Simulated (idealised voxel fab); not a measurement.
Documented hereafter: the process module known as voxel trench capacitor.
It is cross-section cut that appears here, measuring 300 nm in width, its square cells being 5 nm in size.
A cross-section in this document is a grid of square cells, and it is written down as bands, the top band listed before the ones below it; a band is made up of one or more rows of cells.
Top height, bottom height, nm. Materials left to right, width each, nm. Single material + "all across" = fills band edge to edge. "air" = empty.
Height datum 0, below which the as-received substrate wafer is one material. Lowest band open at the bottom, running downward: "from 0 down".
A width such as "30->40" changes by the same amount from each row of cells to the next, from the band's top row to its bottom row.
Any step labelled "no modifications" changed none of the cells in the cross-section.
Closed-off voids of 8+ cells (no open route to the top) go in "Entrapped voids", written width x height at distance from the left edge, in nm.
Formally, on a step line, whatever follows the settings is a remark that the simulator itself makes on the step.
Among the settings permitted on a step's line is "overlay nm"; applied to a step with a mask, it specifies the extent to which the mask lay to the right of its planned position, whereas a negative figure signifies a position to the left.
The planned process steps are enumerated hereunder
1: RECEIVE,material Si
2: CONFORMAL_DEP,material SiN,thk nm 10
3: MASKED_ETCH,tone open,mask id TRENCH,width nm 30,pitch nm 55,etch materials SiN,depth nm 10,overlay nm 0
4: MASKED_ETCH,tone open,mask id TRENCH,width nm 30,pitch nm 55,etch materials Si,depth nm 30,overlay nm 0
5: CONFORMAL_DEP,material HfO2,thk nm 5
6: CONFORMAL_DEP,material TiN,thk nm 5
7: FILL_DEP,material W,thk nm 10
8: CMP,height nm 10
Cross-section of the wafer upon arrival, representing the state reached after step 1
> from 0 down: Si all across
> Entrapped voids: none
Cross-section at module end, one run error; start and plan unchanged from above
> from 10 to 5: 45 nm TiN, 5 nm HfO2, 30 nm SiN, 5 nm HfO2, 15 nm TiN, 5 nm HfO2, 30 nm SiN, 5 nm HfO2, 15 nm TiN, 5 nm HfO2, 30 nm SiN, 5 nm HfO2, 15 nm TiN, 5 nm HfO2, 30 nm SiN, 5 nm HfO2, 50 nm TiN
> from 5 to 0: 50 nm HfO2, 30 nm SiN, 25 nm HfO2, 30 nm SiN, 25 nm HfO2, 30 nm SiN, 25 nm HfO2, 30 nm SiN, 55 nm HfO2
> from 0 down: Si all across
> Entrapped voids: none
what went wrong: step 3 ran with different settings than intended, the actual operation and settings being MASKED_ETCH,tone cover,mask id TRENCH,width nm 30,pitch nm 55,etch materials SiN,depth nm 10,overlay nm 0
